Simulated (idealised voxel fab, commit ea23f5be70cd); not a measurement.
process module | voxel gate over fins
cross-section cut | 170 nm wide | cells 5 nm
A cross-section is a grid of square cells, given in bands from the top down. A band is one or more rows of cells.
Each band's line starts with the height of the band's top and of its bottom, in nm. Then come its materials from left to right, each with its width in nm. One material with "throughout" fills the band from edge to edge. "air" is empty space.
Height 0 is the level under which the wafer as received is all one material. The lowest band goes on downwards, as in "0 down".
A width such as "30 to 40" changes by the same amount from each row of cells to the next, from the band's top row to its bottom row.
"no change" after a step means that no cell of the cross-section changed.
closed voids: empty space of 8 cells or more with no open way to the top, each as width x height at its distance from the left edge, in nm
after a step's settings: what the simulator itself notes on the step
overlay nm, on a step with a mask: how far to the right of its planned place the mask lay; to the left if negative
plan
1 op RECEIVE | material Si
2 op CONFORMAL_DEP | material SiN | thk nm 10
3 op DIRECTIONAL_DEP | material aC | thk nm 15
4 op PATTERN | tone cover | mask id FINS | material resist | width nm 15 | pitch nm 45 | thk nm 30 | overlay nm 0
5 op DIRECTIONAL_ETCH | etch materials aC | depth nm 15
6 op STRIP | etch materials resist
7 op DIRECTIONAL_ETCH | etch materials SiN | depth nm 10
8 op DIRECTIONAL_ETCH | etch materials Si | depth nm 40
9 op STRIP | etch materials aC
10 op FILL_DEP | material SiO2 | thk nm 10
11 op CMP | height nm 10
12 op SELECTIVE_ETCH | etch materials SiO2 | depth nm 15
13 op STRIP | etch materials SiN
14 op CONFORMAL_DEP | material HfO2 | thk nm 5
15 op CONFORMAL_DEP | material TiN | thk nm 5
16 op CONFORMAL_DEP | material TiAl | thk nm 5
17 op CONFORMAL_DEP | material TiN | thk nm 5
18 op FILL_DEP | material W | thk nm 15
19 op CMP | height nm 30
20 op CONFORMAL_DEP | material SiCN | thk nm 10
varied across the wafers: depth nm of step 12. The plan shows the first wafer's value. All wafers start alike
first wafer as received, after step 1
  0 down: Si throughout
  closed voids: none
each wafer at the end: cells of each material gained (+) or lost (-) since it was received, then its closed voids
depth nm 15 | +38 HfO2 | -224 Si | +68 SiCN | +196 SiO2 | +38 TiAl | +74 TiN | +82 W | closed voids: none
depth nm 20 | +42 HfO2 | -224 Si | +68 SiCN | +168 SiO2 | +42 TiAl | +80 TiN | +96 W | closed voids: none
depth nm 25 | +46 HfO2 | -224 Si | +68 SiCN | +140 SiO2 | +46 TiAl | +86 TiN | +110 W | closed voids: none
depth nm 30 | +50 HfO2 | -224 Si | +68 SiCN | +112 SiO2 | +50 TiAl | +92 TiN | +124 W | closed voids: none
depth nm 35 | +54 HfO2 | -224 Si | +68 SiCN | +84 SiO2 | +54 TiAl | +98 TiN | +138 W | closed voids: none
depth nm 40 | +58 HfO2 | -224 Si | +68 SiCN | +56 SiO2 | +58 TiAl | +104 TiN | +152 W | closed voids: none
